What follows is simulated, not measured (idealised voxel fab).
process module | voxel wiring stack
cross-section cut | 200 nm wide | cells 5 nm
A cross-section is a grid of square cells, given in bands from the top down. A band is one or more rows of cells.
Each band's line starts with the height of the band's top and of its bottom, in nm. Then come its materials from left to right, each with its width in nm. One material with "throughout" fills the band from edge to edge. "air" is empty space.
Height 0 is the level under which the wafer as received is all one material. The lowest band goes on downwards, as in "0 down".
A width such as "30 to 40" changes by the same amount from each row of cells to the next, from the band's top row to its bottom row.
"no change" after a step means that no cell of the cross-section changed.
closed voids: empty space of 8 cells or more with no open way to the top, each as width x height at its distance from the left edge, in nm
after a step's settings: what the simulator itself notes on the step
overlay nm, on a step with a mask: how far to the right of its planned place the mask lay; to the left if negative
plan
1 op RECEIVE | material Si
2 op CONFORMAL_DEP | material SiO2 | thk nm 10
3 op DIRECTIONAL_DEP | material TiN | thk nm 5
4 op DIRECTIONAL_DEP | material W | thk nm 25
5 op DIRECTIONAL_DEP | material aC | thk nm 15
6 op PATTERN | tone cover | mask id METAL_1 | material resist | width nm 20 | pitch nm 40 | thk nm 35 | overlay nm 0
7 op DIRECTIONAL_ETCH | etch materials aC | depth nm 15
8 op STRIP | etch materials resist
9 op DIRECTIONAL_ETCH | etch materials W | depth nm 25
10 op DIRECTIONAL_ETCH | etch materials TiN | depth nm 5
11 op STRIP | etch materials aC
12 op FILL_DEP | material lowk | thk nm 5
13 op CMP | height nm 40
14 op CONFORMAL_DEP | material SiCN | thk nm 5
15 op DIRECTIONAL_DEP | material lowk | thk nm 10
16 op DIRECTIONAL_DEP | material aC | thk nm 15
17 op PATTERN | tone open | mask id PLUG_1 | material resist | width nm 15 | pitch nm 40 | thk nm 35 | overlay nm 0
18 op DIRECTIONAL_ETCH | etch materials aC | depth nm 15
19 op STRIP | etch materials resist
20 op DIRECTIONAL_ETCH | etch materials lowk | depth nm 10
21 op DIRECTIONAL_ETCH | etch materials SiCN | depth nm 5
22 op STRIP | etch materials aC
23 op EPI | material Ru | thk nm 10
24 op EPI | material Ru | thk nm 5
25 op CONFORMAL_DEP | material SiN | thk nm 5
26 op DIRECTIONAL_DEP | material SiO2 | thk nm 15
27 op MASKED_ETCH | tone open | mask id METAL_2 | width nm 20 | pitch nm 40 | etch materials SiO2 | depth nm 15 | overlay nm 0
28 op MASKED_ETCH | tone open | mask id METAL_2 | width nm 20 | pitch nm 40 | etch materials SiN | depth nm 5 | overlay nm 0
29 op CONFORMAL_DEP | material TiN | thk nm 5
30 op FILL_DEP | material W | thk nm 5
31 op CMP | height nm 75
32 op EPI | material Ru | thk nm 5
33 op FILL_DEP | material SiCN | thk nm 5
34 op DIRECTIONAL_DEP | material SiO2 | thk nm 15
35 op DIRECTIONAL_DEP | material aC | thk nm 10
36 op PATTERN | tone open | mask id PLUG_2 | material resist | width nm 15 | pitch nm 40 | thk nm 25 | overlay nm 0
37 op DIRECTIONAL_ETCH | etch materials aC | depth nm 10
38 op STRIP | etch materials resist
39 op DIRECTIONAL_ETCH | etch materials SiO2 | depth nm 15
40 op DIRECTIONAL_ETCH | etch materials SiCN | depth nm 5
41 op STRIP | etch materials aC
42 op EPI | material Ru | thk nm 10
43 op EPI | material Ru | thk nm 10
44 op DIRECTIONAL_DEP | material TiN | thk nm 5
45 op DIRECTIONAL_DEP | material W | thk nm 15
46 op MASKED_ETCH | tone cover | mask id METAL_3 | width nm 20 | pitch nm 40 | etch materials W | depth nm 15 | overlay nm 0
47 op MASKED_ETCH | tone cover | mask id METAL_3 | width nm 20 | pitch nm 40 | etch materials TiN | depth nm 5 | overlay nm 0
48 op FILL_DEP | material SiO2 | thk nm 10
49 op CMP | height nm 120
50 op CONFORMAL_DEP | material SiN | thk nm 5
first wafer, as planned
as received, after step 1
  0 down: Si throughout
  closed voids: none
after step 2
  10 to 0: SiO2 throughout
  below 0: unchanged
after step 3
  15 to 10: TiN throughout
  below 10: unchanged
after step 4
  40 to 15: W throughout
  below 15: unchanged
after step 5
  55 to 40: aC throughout
  below 40: unchanged
after step 6
  90 to 55: air 50 | resist 20 | air 20 | resist 20 | air 20 | resist 20 | air 50
  below 55: unchanged
after step 7
  75 to 55: air 50 | resist 20 | air 20 | resist 20 | air 20 | resist 20 | air 50
  55 to 40: air 50 | aC 20 | air 20 | aC 20 | air 20 | aC 20 | air 50
  below 40: unchanged
after step 8
  55 to 40: air 50 | aC 20 | air 20 | aC 20 | air 20 | aC 20 | air 50
  below 40: unchanged
after step 9
  55 to 40: air 50 | aC 20 | air 20 | aC 20 | air 20 | aC 20 | air 50
  40 to 15: air 50 | W 20 | air 20 | W 20 | air 20 | W 20 | air 50
  below 15: unchanged
after step 10
  55 to 40: air 50 | aC 20 | air 20 | aC 20 | air 20 | aC 20 | air 50
  40 to 15: air 50 | W 20 | air 20 | W 20 | air 20 | W 20 | air 50
  15 to 10: air 50 | TiN 20 | air 20 | TiN 20 | air 20 | TiN 20 | air 50
  below 10: unchanged
after step 11
  40 to 15: air 50 | W 20 | air 20 | W 20 | air 20 | W 20 | air 50
  below 15: unchanged
after step 12
  45 to 40: lowk throughout
  40 to 15: lowk 50 | W 20 | lowk 20 | W 20 | lowk 20 | W 20 | lowk 50
  15 to 10: lowk 50 | TiN 20 | lowk 20 | TiN 20 | lowk 20 | TiN 20 | lowk 50
  below 10: unchanged
after step 13
  40 to 15: lowk 50 | W 20 | lowk 20 | W 20 | lowk 20 | W 20 | lowk 50
  below 15: unchanged
after step 14
  45 to 40: SiCN throughout
  below 40: unchanged
after step 15
  55 to 45: lowk throughout
  below 45: unchanged
after step 16
  70 to 55: aC throughout
  below 55: unchanged
after step 17
  105 to 70: resist 50 | air 15 | resist 25 | air 15 | resist 25 | air 15 | resist 55
  below 70: unchanged
after step 18
  90 to 70: resist 50 | air 15 | resist 25 | air 15 | resist 25 | air 15 | resist 55
  70 to 55: aC 50 | air 15 | aC 25 | air 15 | aC 25 | air 15 | aC 55
  below 55: unchanged
after step 19
  70 to 55: aC 50 | air 15 | aC 25 | air 15 | aC 25 | air 15 | aC 55
  below 55: unchanged
after step 20
  70 to 55: aC 50 | air 15 | aC 25 | air 15 | aC 25 | air 15 | aC 55
  55 to 45: lowk 50 | air 15 | lowk 25 | air 15 | lowk 25 | air 15 | lowk 55
  below 45: unchanged
after step 21
  70 to 55: aC 50 | air 15 | aC 25 | air 15 | aC 25 | air 15 | aC 55
  55 to 45: lowk 50 | air 15 | lowk 25 | air 15 | lowk 25 | air 15 | lowk 55
  45 to 40: SiCN 50 | air 15 | SiCN 25 | air 15 | SiCN 25 | air 15 | SiCN 55
  below 40: unchanged
after step 22
  55 to 45: lowk 50 | air 15 | lowk 25 | air 15 | lowk 25 | air 15 | lowk 55
  below 45: unchanged
after step 23
  55 to 50: lowk 50 | air 15 | lowk 25 | air 15 | lowk 25 | air 15 | lowk 55
  50 to 45: lowk 50 | Ru 15 | lowk 25 | Ru 15 | lowk 25 | Ru 15 | lowk 55
  45 to 40: SiCN 50 | Ru 15 | SiCN 25 | Ru 15 | SiCN 25 | Ru 15 | SiCN 55
  below 40: unchanged
after step 24
  55 to 45: lowk 50 | Ru 15 | lowk 25 | Ru 15 | lowk 25 | Ru 15 | lowk 55
  below 45: unchanged
after step 25
  60 to 55: SiN throughout
  below 55: unchanged
after step 26
  75 to 60: SiO2 throughout
  below 60: unchanged
after step 27
  75 to 60: SiO2 50 | air 20 | SiO2 20 | air 20 | SiO2 20 | air 20 | SiO2 50
  below 60: unchanged
after step 28
  75 to 60: SiO2 50 | air 20 | SiO2 20 | air 20 | SiO2 20 | air 20 | SiO2 50
  60 to 55: SiN 50 | air 20 | SiN 20 | air 20 | SiN 20 | air 20 | SiN 50
  below 55: unchanged
after step 29
  80 to 75: TiN 55 | air 10 | TiN 30 | air 10 | TiN 30 | air 10 | TiN 55
  75 to 60: SiO2 50 | TiN 5 | air 10 | TiN 5 | SiO2 20 | TiN 5 | air 10 | TiN 5 | SiO2 20 | TiN 5 | air 10 | TiN 5 | SiO2 50
  60 to 55: SiN 50 | TiN 20 | SiN 20 | TiN 20 | SiN 20 | TiN 20 | SiN 50
  below 55: unchanged
after step 30
  85 to 80: W throughout
  80 to 75: TiN 55 | W 10 | TiN 30 | W 10 | TiN 30 | W 10 | TiN 55
  75 to 60: SiO2 50 | TiN 5 | W 10 | TiN 5 | SiO2 20 | TiN 5 | W 10 | TiN 5 | SiO2 20 | TiN 5 | W 10 | TiN 5 | SiO2 50
  below 60: unchanged
after step 31
  75 to 60: SiO2 50 | TiN 5 | W 10 | TiN 5 | SiO2 20 | TiN 5 | W 10 | TiN 5 | SiO2 20 | TiN 5 | W 10 | TiN 5 | SiO2 50
  below 60: unchanged
after step 32
  80 to 75: air 45 | Ru 30 | air 10 | Ru 30 | air 10 | Ru 30 | air 45
  below 75: unchanged
after step 33
  85 to 80: SiCN throughout
  80 to 75: SiCN 45 | Ru 30 | SiCN 10 | Ru 30 | SiCN 10 | Ru 30 | SiCN 45
  below 75: unchanged
after step 34
  100 to 85: SiO2 throughout
  below 85: unchanged
after step 35
  110 to 100: aC throughout
  below 100: unchanged
after step 36
  135 to 110: resist 50 | air 15 | resist 25 | air 15 | resist 25 | air 15 | resist 55
  below 110: unchanged
after step 37
  125 to 110: resist 50 | air 15 | resist 25 | air 15 | resist 25 | air 15 | resist 55
  110 to 100: aC 50 | air 15 | aC 25 | air 15 | aC 25 | air 15 | aC 55
  below 100: unchanged
after step 38
  110 to 100: aC 50 | air 15 | aC 25 | air 15 | aC 25 | air 15 | aC 55
  below 100: unchanged
after step 39
  110 to 100: aC 50 | air 15 | aC 25 | air 15 | aC 25 | air 15 | aC 55
  100 to 85: SiO2 50 | air 15 | SiO2 25 | air 15 | SiO2 25 | air 15 | SiO2 55
  below 85: unchanged
after step 40
  110 to 100: aC 50 | air 15 | aC 25 | air 15 | aC 25 | air 15 | aC 55
  100 to 85: SiO2 50 | air 15 | SiO2 25 | air 15 | SiO2 25 | air 15 | SiO2 55
  85 to 80: SiCN 50 | air 15 | SiCN 25 | air 15 | SiCN 25 | air 15 | SiCN 55
  below 80: unchanged
after step 41
  100 to 85: SiO2 50 | air 15 | SiO2 25 | air 15 | SiO2 25 | air 15 | SiO2 55
  below 85: unchanged
after step 42
  100 to 90: SiO2 50 | air 15 | SiO2 25 | air 15 | SiO2 25 | air 15 | SiO2 55
  90 to 85: SiO2 50 | Ru 15 | SiO2 25 | Ru 15 | SiO2 25 | Ru 15 | SiO2 55
  85 to 75: SiCN 50 to 45 | Ru 15 to 30 | SiCN 25 to 10 | Ru 15 to 30 | SiCN 25 to 10 | Ru 15 to 30 | SiCN 55 to 45
  below 75: unchanged
after step 43
  100 to 85: SiO2 50 | Ru 15 | SiO2 25 | Ru 15 | SiO2 25 | Ru 15 | SiO2 55
  below 85: unchanged
after step 44
  105 to 100: TiN throughout
  below 100: unchanged
after step 45
  120 to 105: W throughout
  below 105: unchanged
after step 46
  120 to 105: air 50 | W 20 | air 20 | W 20 | air 20 | W 20 | air 50
  below 105: unchanged
after step 47
  120 to 105: air 50 | W 20 | air 20 | W 20 | air 20 | W 20 | air 50
  105 to 100: air 50 | TiN 20 | air 20 | TiN 20 | air 20 | TiN 20 | air 50
  below 100: unchanged
after step 48
  130 to 120: SiO2 throughout
  120 to 105: SiO2 50 | W 20 | SiO2 20 | W 20 | SiO2 20 | W 20 | SiO2 50
  105 to 100: SiO2 50 | TiN 20 | SiO2 20 | TiN 20 | SiO2 20 | TiN 20 | SiO2 50
  below 100: unchanged
after step 49
  120 to 105: SiO2 50 | W 20 | SiO2 20 | W 20 | SiO2 20 | W 20 | SiO2 50
  below 105: unchanged
after step 50
  125 to 120: SiN throughout
  below 120: unchanged
second wafer: like start, like plan, one mistake. Through step 1 it matches the first wafer
when step 2 should have ended
  15 to 0: SiO2 throughout
  below 0: unchanged
when step 3 should have ended
  20 to 15: TiN throughout
  below 15: unchanged
when step 4 should have ended
  45 to 20: W throughout
  below 20: unchanged
when step 5 should have ended
  60 to 45: aC throughout
  below 45: unchanged
when step 6 should have ended
  95 to 60: air 50 | resist 20 | air 20 | resist 20 | air 20 | resist 20 | air 50
  below 60: unchanged
when step 7 should have ended
  80 to 60: air 50 | resist 20 | air 20 | resist 20 | air 20 | resist 20 | air 50
  60 to 45: air 50 | aC 20 | air 20 | aC 20 | air 20 | aC 20 | air 50
  below 45: unchanged
when step 8 should have ended
  60 to 45: air 50 | aC 20 | air 20 | aC 20 | air 20 | aC 20 | air 50
  below 45: unchanged
when step 9 should have ended
  60 to 45: air 50 | aC 20 | air 20 | aC 20 | air 20 | aC 20 | air 50
  45 to 20: air 50 | W 20 | air 20 | W 20 | air 20 | W 20 | air 50
  below 20: unchanged
when step 10 should have ended
  60 to 45: air 50 | aC 20 | air 20 | aC 20 | air 20 | aC 20 | air 50
  45 to 20: air 50 | W 20 | air 20 | W 20 | air 20 | W 20 | air 50
  20 to 15: air 50 | TiN 20 | air 20 | TiN 20 | air 20 | TiN 20 | air 50
  below 15: unchanged
when step 11 should have ended
  45 to 20: air 50 | W 20 | air 20 | W 20 | air 20 | W 20 | air 50
  below 20: unchanged
when step 12 should have ended
  50 to 45: lowk throughout
  45 to 20: lowk 50 | W 20 | lowk 20 | W 20 | lowk 20 | W 20 | lowk 50
  20 to 15: lowk 50 | TiN 20 | lowk 20 | TiN 20 | lowk 20 | TiN 20 | lowk 50
  below 15: unchanged
when step 13 should have ended
  40 to 20: lowk 50 | W 20 | lowk 20 | W 20 | lowk 20 | W 20 | lowk 50
  below 20: unchanged
when step 14 should have ended
  45 to 40: SiCN throughout
  below 40: unchanged
when step 15 should have ended
  55 to 45: lowk throughout
  below 45: unchanged
when step 16 should have ended
  70 to 55: aC throughout
  below 55: unchanged
when step 17 should have ended
  105 to 70: resist 50 | air 15 | resist 25 | air 15 | resist 25 | air 15 | resist 55
  below 70: unchanged
when step 18 should have ended
  90 to 70: resist 50 | air 15 | resist 25 | air 15 | resist 25 | air 15 | resist 55
  70 to 55: aC 50 | air 15 | aC 25 | air 15 | aC 25 | air 15 | aC 55
  below 55: unchanged
when step 19 should have ended
  70 to 55: aC 50 | air 15 | aC 25 | air 15 | aC 25 | air 15 | aC 55
  below 55: unchanged
when step 20 should have ended
  70 to 55: aC 50 | air 15 | aC 25 | air 15 | aC 25 | air 15 | aC 55
  55 to 45: lowk 50 | air 15 | lowk 25 | air 15 | lowk 25 | air 15 | lowk 55
  below 45: unchanged
when step 21 should have ended
  70 to 55: aC 50 | air 15 | aC 25 | air 15 | aC 25 | air 15 | aC 55
  55 to 45: lowk 50 | air 15 | lowk 25 | air 15 | lowk 25 | air 15 | lowk 55
  45 to 40: SiCN 50 | air 15 | SiCN 25 | air 15 | SiCN 25 | air 15 | SiCN 55
  below 40: unchanged
when step 22 should have ended
  55 to 45: lowk 50 | air 15 | lowk 25 | air 15 | lowk 25 | air 15 | lowk 55
  below 45: unchanged
when step 23 should have ended
  55 to 50: lowk 50 | air 15 | lowk 25 | air 15 | lowk 25 | air 15 | lowk 55
  50 to 45: lowk 50 | Ru 15 | lowk 25 | Ru 15 | lowk 25 | Ru 15 | lowk 55
  45 to 40: SiCN 50 | Ru 15 | SiCN 25 | Ru 15 | SiCN 25 | Ru 15 | SiCN 55
  below 40: unchanged
when step 24 should have ended
  55 to 45: lowk 50 | Ru 15 | lowk 25 | Ru 15 | lowk 25 | Ru 15 | lowk 55
  below 45: unchanged
when step 25 should have ended
  60 to 55: SiN throughout
  below 55: unchanged
when step 26 should have ended
  75 to 60: SiO2 throughout
  below 60: unchanged
when step 27 should have ended
  75 to 60: SiO2 50 | air 20 | SiO2 20 | air 20 | SiO2 20 | air 20 | SiO2 50
  below 60: unchanged
when step 28 should have ended
  75 to 60: SiO2 50 | air 20 | SiO2 20 | air 20 | SiO2 20 | air 20 | SiO2 50
  60 to 55: SiN 50 | air 20 | SiN 20 | air 20 | SiN 20 | air 20 | SiN 50
  below 55: unchanged
when step 29 should have ended
  80 to 75: TiN 55 | air 10 | TiN 30 | air 10 | TiN 30 | air 10 | TiN 55
  75 to 60: SiO2 50 | TiN 5 | air 10 | TiN 5 | SiO2 20 | TiN 5 | air 10 | TiN 5 | SiO2 20 | TiN 5 | air 10 | TiN 5 | SiO2 50
  60 to 55: SiN 50 | TiN 20 | SiN 20 | TiN 20 | SiN 20 | TiN 20 | SiN 50
  below 55: unchanged
when step 30 should have ended
  85 to 80: W throughout
  80 to 75: TiN 55 | W 10 | TiN 30 | W 10 | TiN 30 | W 10 | TiN 55
  75 to 60: SiO2 50 | TiN 5 | W 10 | TiN 5 | SiO2 20 | TiN 5 | W 10 | TiN 5 | SiO2 20 | TiN 5 | W 10 | TiN 5 | SiO2 50
  below 60: unchanged
when step 31 should have ended
  75 to 60: SiO2 50 | TiN 5 | W 10 | TiN 5 | SiO2 20 | TiN 5 | W 10 | TiN 5 | SiO2 20 | TiN 5 | W 10 | TiN 5 | SiO2 50
  below 60: unchanged
when step 32 should have ended
  80 to 75: air 45 | Ru 30 | air 10 | Ru 30 | air 10 | Ru 30 | air 45
  below 75: unchanged
when step 33 should have ended
  85 to 80: SiCN throughout
  80 to 75: SiCN 45 | Ru 30 | SiCN 10 | Ru 30 | SiCN 10 | Ru 30 | SiCN 45
  below 75: unchanged
when step 34 should have ended
  100 to 85: SiO2 throughout
  below 85: unchanged
when step 35 should have ended
  110 to 100: aC throughout
  below 100: unchanged
when step 36 should have ended
  135 to 110: resist 50 | air 15 | resist 25 | air 15 | resist 25 | air 15 | resist 55
  below 110: unchanged
when step 37 should have ended
  125 to 110: resist 50 | air 15 | resist 25 | air 15 | resist 25 | air 15 | resist 55
  110 to 100: aC 50 | air 15 | aC 25 | air 15 | aC 25 | air 15 | aC 55
  below 100: unchanged
when step 38 should have ended
  110 to 100: aC 50 | air 15 | aC 25 | air 15 | aC 25 | air 15 | aC 55
  below 100: unchanged
when step 39 should have ended
  110 to 100: aC 50 | air 15 | aC 25 | air 15 | aC 25 | air 15 | aC 55
  100 to 85: SiO2 50 | air 15 | SiO2 25 | air 15 | SiO2 25 | air 15 | SiO2 55
  below 85: unchanged
when step 40 should have ended
  110 to 100: aC 50 | air 15 | aC 25 | air 15 | aC 25 | air 15 | aC 55
  100 to 85: SiO2 50 | air 15 | SiO2 25 | air 15 | SiO2 25 | air 15 | SiO2 55
  85 to 80: SiCN 50 | air 15 | SiCN 25 | air 15 | SiCN 25 | air 15 | SiCN 55
  below 80: unchanged
when step 41 should have ended
  100 to 85: SiO2 50 | air 15 | SiO2 25 | air 15 | SiO2 25 | air 15 | SiO2 55
  below 85: unchanged
when step 42 should have ended
  100 to 90: SiO2 50 | air 15 | SiO2 25 | air 15 | SiO2 25 | air 15 | SiO2 55
  90 to 85: SiO2 50 | Ru 15 | SiO2 25 | Ru 15 | SiO2 25 | Ru 15 | SiO2 55
  85 to 75: SiCN 50 to 45 | Ru 15 to 30 | SiCN 25 to 10 | Ru 15 to 30 | SiCN 25 to 10 | Ru 15 to 30 | SiCN 55 to 45
  below 75: unchanged
when step 43 should have ended
  100 to 85: SiO2 50 | Ru 15 | SiO2 25 | Ru 15 | SiO2 25 | Ru 15 | SiO2 55
  below 85: unchanged
when step 44 should have ended
  105 to 100: TiN throughout
  below 100: unchanged
when step 45 should have ended
  120 to 105: W throughout
  below 105: unchanged
when step 46 should have ended
  120 to 105: air 50 | W 20 | air 20 | W 20 | air 20 | W 20 | air 50
  below 105: unchanged
when step 47 should have ended
  120 to 105: air 50 | W 20 | air 20 | W 20 | air 20 | W 20 | air 50
  105 to 100: air 50 | TiN 20 | air 20 | TiN 20 | air 20 | TiN 20 | air 50
  below 100: unchanged
when step 48 should have ended
  130 to 120: SiO2 throughout
  120 to 105: SiO2 50 | W 20 | SiO2 20 | W 20 | SiO2 20 | W 20 | SiO2 50
  105 to 100: SiO2 50 | TiN 20 | SiO2 20 | TiN 20 | SiO2 20 | TiN 20 | SiO2 50
  below 100: unchanged
when step 49 should have ended
  120 to 105: SiO2 50 | W 20 | SiO2 20 | W 20 | SiO2 20 | W 20 | SiO2 50
  below 105: unchanged
when step 50 should have ended
  125 to 120: SiN throughout
  below 120: unchanged
what went wrong: step 2 ran as: op CONFORMAL_DEP | material SiO2 | thk nm 15
at the end the second wafer has, in cells: 40 more of SiO2 | 12 fewer of W | 28 fewer of lowk
